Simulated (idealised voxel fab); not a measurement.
Module name: voxel ribs on slabs (process module)
The width of the displayed cross-section, cut, is 205 nm; its cells are square, with a size of 5 nm.
Notation: cross-section as square-cell grid; stated in bands, top first, going down; one or more cell rows per band. What a band's entry tells you: where the top is and where the bottom is, as heights in nm, and after that what lies inside, material by material from left to right, each with its width in nm. Empty space is written as the word "blank", and a single material marked with the word "full width" occupies the band from edge to edge. Heights are reckoned from 0. Under this level, the received wafer is all of one material. The bottommost band is open-ended downward, for example "0 nm and below". A two-number width, for instance "30->40", indicates that the width is equal to the first number in the top row of the band and to the second number in the bottom row, and that it changes by a constant amount per row of cells. "no change occurred" for a step: no cell of the cross-section changed in that step. Empty spaces counting at least 8 cells and having no open way to the top are listed in "Closed-off voids". The notation width x height at distance is used for each, the distance being from the left edge and all three values in nm. Post-settings text on a step line: simulator's own remark regarding the step. On any step carrying a mask, the "overlay nm" setting, if present on the step's line, tells how far right of its planned place the mask lay; negative values point to the left.
**Planned step list for the process**
1: RECEIVE (material Si)
2: DIRECTIONAL_DEP (material SiO2; thk nm 25)
3: DIRECTIONAL_DEP (material SiN; thk nm 15)
4: DIRECTIONAL_DEP (material aC; thk nm 10)
5: PATTERN (tone cover; mask id RIB; material resist; width nm 20; thk nm 25; overlay nm 0)
6: DIRECTIONAL_ETCH (etch materials aC; depth nm 10)
7: STRIP (etch materials resist)
8: DIRECTIONAL_ETCH (etch materials SiN; depth nm 5)
9: STRIP (etch materials aC)
10: MASKED_ETCH (tone cover; mask id SLAB; width nm 60; etch materials SiN; depth nm 10; overlay nm 0)
11: FILL_DEP (material SiO2; thk nm 15)
12: CMP (height nm 50)
13: DIRECTIONAL_DEP (material W; thk nm 10)
14: PATTERN (tone cover; mask id HEATER; material resist; width nm 30; thk nm 15; overlay nm 0)
15: DIRECTIONAL_ETCH (etch materials W; depth nm 10)
16: STRIP (etch materials resist)
17: CONFORMAL_DEP (material SiN; thk nm 5)
**Cross-sectional view of the wafer in its as-received condition, corresponding to the state after step 1**
	0 nm and below | Si full width
	Closed-off voids: none
**First wafer of two, sectioned at end of module; run went per plan**
	65 nm to 60 nm | 80 nm blank  40 nm SiN  85 nm blank
	60 nm to 55 nm | 80 nm blank  5 nm SiN  30 nm W  5 nm SiN  85 nm blank
	55 nm to 50 nm | 85 nm SiN  30 nm W  90 nm SiN
	50 nm to 40 nm | SiO2 full width
	40 nm to 35 nm | 90 nm SiO2  20 nm SiN  95 nm SiO2
	35 nm to 25 nm | 70 nm SiO2  60 nm SiN  75 nm SiO2
	25 nm to 0 nm | SiO2 full width
	0 nm and below | Si full width
	Closed-off voids: none
**End-of-module cross-section of the second wafer: identical starting point and process plan to the first, with one processing mistake**
	65 nm to 55 nm | 80 nm blank  40 nm W  85 nm blank
	55 nm to 50 nm | W full width
	50 nm to 40 nm | SiO2 full width
	40 nm to 35 nm | 90 nm SiO2  20 nm SiN  95 nm SiO2
	35 nm to 25 nm | 70 nm SiO2  60 nm SiN  75 nm SiO2
	25 nm to 0 nm | SiO2 full width
	0 nm and below | Si full width
	Closed-off voids: none
What broke from the plan during processing? planned and actual differ for step 17; actual: CONFORMAL_DEP (material W; thk nm 5)
The closing comparison, in cells, has the second wafer with more or fewer of some materials than the first: -45 SiN | +45 W
